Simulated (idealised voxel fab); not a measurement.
Process module, titled voxel self aligned vias
225 nm wide, 5 nm square cells: that's cross-section cut.
Cross-section = grid of square cells, listed top down in bands; band = one or more rows. Top height, bottom height, nm. Materials left to right, width each, nm. Single material + "all across" = fills band edge to edge. "blank" = empty. A quick word on heights: they are counted from 0, and under that level the wafer as it came to us is one material throughout. The lowest band is different from the rest in having no bottom; it simply continues downward, written as in "0 and below". So if you see something like "30 to 40" for the width, read it as the top row of the band sitting at the first number and the bottom row at the second, with every row in between moving by the same amount as the last. A step reported as "identical to before" is a step in which no cell of the cross-section changed. Enclosed voids (no open way to top), threshold 8 cells or more, entry "Fully sealed voids", notation width x height at distance, distance from left edge, nm. Whatever follows a step's settings on its line is a remark the simulator itself makes about that step. The line of a step may include "overlay nm". On a step with a mask, this value is how far to the right of its planned place the mask lay. A negative value means the mask lay to the left.

**Steps in the process plan**
1: RECEIVE with material Si
2: CONFORMAL_DEP with material SiO2, thk nm 15
3: CONFORMAL_DEP with material SiCN, thk nm 5
4: DIRECTIONAL_DEP with material SiO2, thk nm 20
5: DIRECTIONAL_DEP with material aC, thk nm 10
6: PATTERN with tone open, mask id LINES, material resist, width nm 20, pitch nm 45, thk nm 30, overlay nm 0
7: DIRECTIONAL_ETCH with etch materials aC, depth nm 10
8: STRIP with etch materials resist
9: DIRECTIONAL_ETCH with etch materials SiO2, depth nm 20
10: STRIP with etch materials aC
11: CONFORMAL_DEP with material TiN, thk nm 5
12: FILL_DEP with material Ru, thk nm 5
13: CMP with height nm 40
14: SELECTIVE_ETCH with etch materials W Ru TiN, depth nm 10
15: FILL_DEP with material SiN, thk nm 10
16: CMP with height nm 40
17: DIRECTIONAL_DEP with material SiO2, thk nm 20
18: MASKED_ETCH with tone open, mask id VIAS, width nm 30, pitch nm 90, etch materials SiO2, depth nm 20, overlay nm 0
19: MASKED_ETCH with tone open, mask id VIAS, width nm 30, pitch nm 90, etch materials SiN, depth nm 10, overlay nm 0
20: CONFORMAL_DEP with material TiN, thk nm 5
21: FILL_DEP with material W, thk nm 10
22: CMP with height nm 60
23: CONFORMAL_DEP with material SiCN, thk nm 5

**first wafer, as planned**

**Wafer cross-section on receipt, i.e. after step 1**
> 0 and below = Si all across
> Fully sealed voids: none

**State of the wafer after step 2, shown in cross-section**
> 15 down to 0 = SiO2 all across
> Below 0, the layers are the same as they were.

**State of the wafer after step 3, shown in cross-section**
> 20 down to 15 = SiCN all across
> Below 15, the layers are the same as they were.

**State of the wafer after step 4, shown in cross-section**
> 40 down to 20 = SiO2 all across
> Below 20, the layers are the same as they were.

**State of the wafer after step 5, shown in cross-section**
> 50 down to 40 = aC all across
> Below 40, the layers are the same as they were.

**State of the wafer after step 6, shown in cross-section**
> 80 down to 50 = resist (55); blank (20); resist (25); blank (20); resist (25); blank (20); resist (60)
> Below 50, the layers are the same as they were.

**State of the wafer after step 7, shown in cross-section**
> 70 down to 50 = resist (55); blank (20); resist (25); blank (20); resist (25); blank (20); resist (60)
> 50 down to 40 = aC (55); blank (20); aC (25); blank (20); aC (25); blank (20); aC (60)
> Below 40, the layers are the same as they were.

**State of the wafer after step 8, shown in cross-section**
> 50 down to 40 = aC (55); blank (20); aC (25); blank (20); aC (25); blank (20); aC (60)
> Below 40, the layers are the same as they were.

**State of the wafer after step 9, shown in cross-section**
> 50 down to 40 = aC (55); blank (20); aC (25); blank (20); aC (25); blank (20); aC (60)
> 40 down to 20 = SiO2 (55); blank (20); SiO2 (25); blank (20); SiO2 (25); blank (20); SiO2 (60)
> Below 20, the layers are the same as they were.

**State of the wafer after step 10, shown in cross-section**
> 40 down to 20 = SiO2 (55); blank (20); SiO2 (25); blank (20); SiO2 (25); blank (20); SiO2 (60)
> Below 20, the layers are the same as they were.

**State of the wafer after step 11, shown in cross-section**
> 45 down to 40 = TiN (60); blank (10); TiN (35); blank (10); TiN (35); blank (10); TiN (65)
> 40 down to 25 = SiO2 (55); TiN (5); blank (10); TiN (5); SiO2 (25); TiN (5); blank (10); TiN (5); SiO2 (25); TiN (5); blank (10); TiN (5); SiO2 (60)
> 25 down to 20 = SiO2 (55); TiN (20); SiO2 (25); TiN (20); SiO2 (25); TiN (20); SiO2 (60)
> Below 20, the layers are the same as they were.

**State of the wafer after step 12, shown in cross-section**
> 50 down to 45 = Ru all across
> 45 down to 40 = TiN (60); Ru (10); TiN (35); Ru (10); TiN (35); Ru (10); TiN (65)
> 40 down to 25 = SiO2 (55); TiN (5); Ru (10); TiN (5); SiO2 (25); TiN (5); Ru (10); TiN (5); SiO2 (25); TiN (5); Ru (10); TiN (5); SiO2 (60)
> Below 25, the layers are the same as they were.

**State of the wafer after step 13, shown in cross-section**
> 40 down to 25 = SiO2 (55); TiN (5); Ru (10); TiN (5); SiO2 (25); TiN (5); Ru (10); TiN (5); SiO2 (25); TiN (5); Ru (10); TiN (5); SiO2 (60)
> Below 25, the layers are the same as they were.

**State of the wafer after step 14, shown in cross-section**
> 40 down to 30 = SiO2 (55); blank (20); SiO2 (25); blank (20); SiO2 (25); blank (20); SiO2 (60)
> Below 30, the layers are the same as they were.

**State of the wafer after step 15, shown in cross-section**
> 50 down to 40 = SiN all across
> 40 down to 30 = SiO2 (55); SiN (20); SiO2 (25); SiN (20); SiO2 (25); SiN (20); SiO2 (60)
> Below 30, the layers are the same as they were.

**State of the wafer after step 16, shown in cross-section**
> 40 down to 30 = SiO2 (55); SiN (20); SiO2 (25); SiN (20); SiO2 (25); SiN (20); SiO2 (60)
> Below 30, the layers are the same as they were.

**State of the wafer after step 17, shown in cross-section**
> 60 down to 40 = SiO2 all across
> Below 40, the layers are the same as they were.

**State of the wafer after step 18, shown in cross-section**
> 60 down to 40 = SiO2 (50); blank (30); SiO2 (60); blank (30); SiO2 (55)
> Below 40, the layers are the same as they were.

**State of the wafer after step 19, shown in cross-section**
> 60 down to 40 = SiO2 (50); blank (30); SiO2 (60); blank (30); SiO2 (55)
> 40 down to 30 = SiO2 (55); blank (20); SiO2 (25); SiN (20); SiO2 (25); blank (20); SiO2 (60)
> Below 30, the layers are the same as they were.

**State of the wafer after step 20, shown in cross-section**
> 65 down to 60 = TiN (55); blank (20); TiN (70); blank (20); TiN (60)
> 60 down to 45 = SiO2 (50); TiN (5); blank (20); TiN (5); SiO2 (60); TiN (5); blank (20); TiN (5); SiO2 (55)
> 45 down to 40 = SiO2 (50); TiN (10); blank (10); TiN (10); SiO2 (60); TiN (10); blank (10); TiN (10); SiO2 (55)
> 40 down to 35 = SiO2 (55); TiN (5); blank (10); TiN (5); SiO2 (25); SiN (20); SiO2 (25); TiN (5); blank (10); TiN (5); SiO2 (60)
> 35 down to 30 = SiO2 (55); TiN (20); SiO2 (25); SiN (20); SiO2 (25); TiN (20); SiO2 (60)
> Below 30, the layers are the same as they were.

**State of the wafer after step 21, shown in cross-section**
> 75 down to 65 = W all across
> 65 down to 60 = TiN (55); W (20); TiN (70); W (20); TiN (60)
> 60 down to 45 = SiO2 (50); TiN (5); W (20); TiN (5); SiO2 (60); TiN (5); W (20); TiN (5); SiO2 (55)
> 45 down to 40 = SiO2 (50); TiN (10); W (10); TiN (10); SiO2 (60); TiN (10); W (10); TiN (10); SiO2 (55)
> 40 down to 35 = SiO2 (55); TiN (5); W (10); TiN (5); SiO2 (25); SiN (20); SiO2 (25); TiN (5); W (10); TiN (5); SiO2 (60)
> Below 35, the layers are the same as they were.

**State of the wafer after step 22, shown in cross-section**
> 60 down to 45 = SiO2 (50); TiN (5); W (20); TiN (5); SiO2 (60); TiN (5); W (20); TiN (5); SiO2 (55)
> Below 45, the layers are the same as they were.

**State of the wafer after step 23, shown in cross-section**
> 65 down to 60 = SiCN all across
> Below 60, the layers are the same as they were.

**The Second Wafer: Common Origin and Plan, One Mistake in Execution, Identical to the First Through Step 17**

**Second wafer, cut view, end of step 18 per plan**
> 60 down to 40 = SiO2 (50); blank (30); SiO2 (60); blank (30); SiO2 (55)
> 40 down to 30 = SiO2 (50); blank (5); SiN (20); blank (5); SiO2 (20); SiN (20); SiO2 (20); blank (5); SiN (20); blank (5); SiO2 (55)
> 30 down to 25 = SiO2 (50); blank (5); TiN (5); Ru (10); TiN (5); blank (5); SiO2 (20); TiN (5); Ru (10); TiN (5); SiO2 (20); blank (5); TiN (5); Ru (10); TiN (5); blank (5); SiO2 (55)
> 25 down to 20 = SiO2 (50); blank (5); TiN (20); blank (5); SiO2 (20); TiN (20); SiO2 (20); blank (5); TiN (20); blank (5); SiO2 (55)
> Below 20, the layers are the same as they were.

**Second wafer, cut view, end of step 19 per plan**
> 60 down to 40 = SiO2 (50); blank (30); SiO2 (60); blank (30); SiO2 (55)
> 40 down to 30 = SiO2 (50); blank (30); SiO2 (20); SiN (20); SiO2 (20); blank (30); SiO2 (55)
> Below 30, the layers are the same as they were.

**Second wafer, cut view, end of step 20 per plan**
> 65 down to 60 = TiN (55); blank (20); TiN (70); blank (20); TiN (60)
> 60 down to 40 = SiO2 (50); TiN (5); blank (20); TiN (5); SiO2 (60); TiN (5); blank (20); TiN (5); SiO2 (55)
> 40 down to 35 = SiO2 (50); TiN (5); blank (20); TiN (5); SiO2 (20); SiN (20); SiO2 (20); TiN (5); blank (20); TiN (5); SiO2 (55)
> 35 down to 30 = SiO2 (50); TiN (30); SiO2 (20); SiN (20); SiO2 (20); TiN (30); SiO2 (55)
> 30 down to 25 = SiO2 (50); TiN (10); Ru (10); TiN (10); SiO2 (20); TiN (5); Ru (10); TiN (5); SiO2 (20); TiN (10); Ru (10); TiN (10); SiO2 (55)
> 25 down to 20 = SiO2 (50); TiN (30); SiO2 (20); TiN (20); SiO2 (20); TiN (30); SiO2 (55)
> Below 20, the layers are the same as they were.

**Second wafer, cut view, end of step 21 per plan**
> 75 down to 65 = W all across
> 65 down to 60 = TiN (55); W (20); TiN (70); W (20); TiN (60)
> 60 down to 40 = SiO2 (50); TiN (5); W (20); TiN (5); SiO2 (60); TiN (5); W (20); TiN (5); SiO2 (55)
> 40 down to 35 = SiO2 (50); TiN (5); W (20); TiN (5); SiO2 (20); SiN (20); SiO2 (20); TiN (5); W (20); TiN (5); SiO2 (55)
> Below 35, the layers are the same as they were.

**Second wafer, cut view, end of step 22 per plan**
> 60 down to 40 = SiO2 (50); TiN (5); W (20); TiN (5); SiO2 (60); TiN (5); W (20); TiN (5); SiO2 (55)
> Below 40, the layers are the same as they were.

**Second wafer, cut view, end of step 23 per plan**
> 65 down to 60 = SiCN all across
> Below 60, the layers are the same as they were.
Processing error: step 18 of the plan was twice carried out
FYI, end of process, the second wafer has more or fewer cells of some materials than the first: -16 SiO2 | +8 TiN | +8 W
